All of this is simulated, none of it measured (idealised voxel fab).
The name of this process module is voxel ribs on slabs.
For reference, the cross-section in this document is cut, with width 170 nm and square cells of 5 nm.
This document writes a cross-section as a grid whose cells are square, and gives it as bands, listed from the top down; one or more rows of cells form a band.
The band entry comprises the height of the band's top followed by the height of its bottom, expressed in nm, and subsequently the band's materials from left to right, each stated together with its width in nm. Where a single material is marked with the word "everywhere", that material fills the band from edge to edge. The word "empty" represents empty space.
Beneath 0, the wafer as received is one material, and that level is where height counting begins. The lowest band goes on downward without a bottom; it is written like "0..down".
Per-row width for "30 to 40": begins at first number (top row of band), ends at second number (bottom row), increment between rows held constant.
Any step labelled "no alterations made" changed none of the cells in the cross-section.
So "Non-vented voids" is basically the list of trapped voids: any empty space of 8 cells or more that can't reach the top through an opening. They're written width x height at distance, the distance being from the left edge, and it's all nm.
What comes after the settings on a step's line is commentary from the simulator itself on that step.
If you see "overlay nm" on a step's line and that step has a mask, it's telling you how far right of where it was planned the mask ended up; a negative number means it went left instead.

Intended process steps:
- 1: RECEIVE,material Si
- 2: DIRECTIONAL_DEP,material SiO2,thk nm 30
- 3: DIRECTIONAL_DEP,material polySi,thk nm 15
- 4: PATTERN,tone cover,mask id RIB,material resist,width nm 25,thk nm 20,overlay nm 0
- 5: DIRECTIONAL_ETCH,etch materials polySi,depth nm 5
- 6: STRIP,etch materials resist
- 7: DIRECTIONAL_DEP,material aC,thk nm 15
- 8: PATTERN,tone cover,mask id SLAB,material resist,width nm 65,thk nm 35,overlay nm 0
- 9: DIRECTIONAL_ETCH,etch materials aC,depth nm 15
- 10: STRIP,etch materials resist
- 11: DIRECTIONAL_ETCH,etch materials polySi,depth nm 10
- 12: STRIP,etch materials aC
- 13: FILL_DEP,material SiO2,thk nm 25
- 14: CMP,height nm 60
- 15: DIRECTIONAL_DEP,material W,thk nm 5
- 16: DIRECTIONAL_DEP,material aC,thk nm 10
- 17: PATTERN,tone cover,mask id HEATER,material resist,width nm 25,thk nm 30,overlay nm 0
- 18: DIRECTIONAL_ETCH,etch materials aC,depth nm 10
- 19: STRIP,etch materials resist
- 20: DIRECTIONAL_ETCH,etch materials W,depth nm 5
- 21: STRIP,etch materials aC
- 22: CONFORMAL_DEP,material SiN,thk nm 5
Wafers differ in width nm at step 17; plan lists the first wafer's value; identical starting state.

Cross-section of the first of several wafers as received (after step 1):
    0..down = Si everywhere
    Non-vented voids: none

Module finished, last step 22 done: cross-section of the first of several wafers:
    70..65 = empty=65 / SiN=35 / empty=70
    65..60 = SiN=70 / W=25 / SiN=75
    60..45 = SiO2 everywhere
    45..40 = SiO2=70 / polySi=25 / SiO2=75
    40..30 = SiO2=50 / polySi=65 / SiO2=55
    30..0 = SiO2 everywhere
    0..down = Si everywhere
    Non-vented voids: none

Cross-section, module end, final of several wafers:
    70..65 = empty=55 / SiN=60 / empty=55
    65..60 = SiN=60 / W=50 / SiN=60
    60..45 = SiO2 everywhere
    45..40 = SiO2=70 / polySi=25 / SiO2=75
    40..30 = SiO2=50 / polySi=65 / SiO2=55
    30..0 = SiO2 everywhere
    0..down = Si everywhere
    Non-vented voids: none

End of module, by wafer: material-by-material cell gain (+) or loss (-) since receipt, then closed voids:
width nm 25 | +36 SiN | +377 SiO2 | +5 W | +31 polySi | Non-vented voids: none
width nm 30 | +36 SiN | +377 SiO2 | +6 W | +31 polySi | Non-vented voids: none
width nm 35 | +36 SiN | +377 SiO2 | +7 W | +31 polySi | Non-vented voids: none
width nm 40 | +36 SiN | +377 SiO2 | +8 W | +31 polySi | Non-vented voids: none
width nm 45 | +36 SiN | +377 SiO2 | +9 W | +31 polySi | Non-vented voids: none
width nm 50 | +36 SiN | +377 SiO2 | +10 W | +31 polySi | Non-vented voids: none
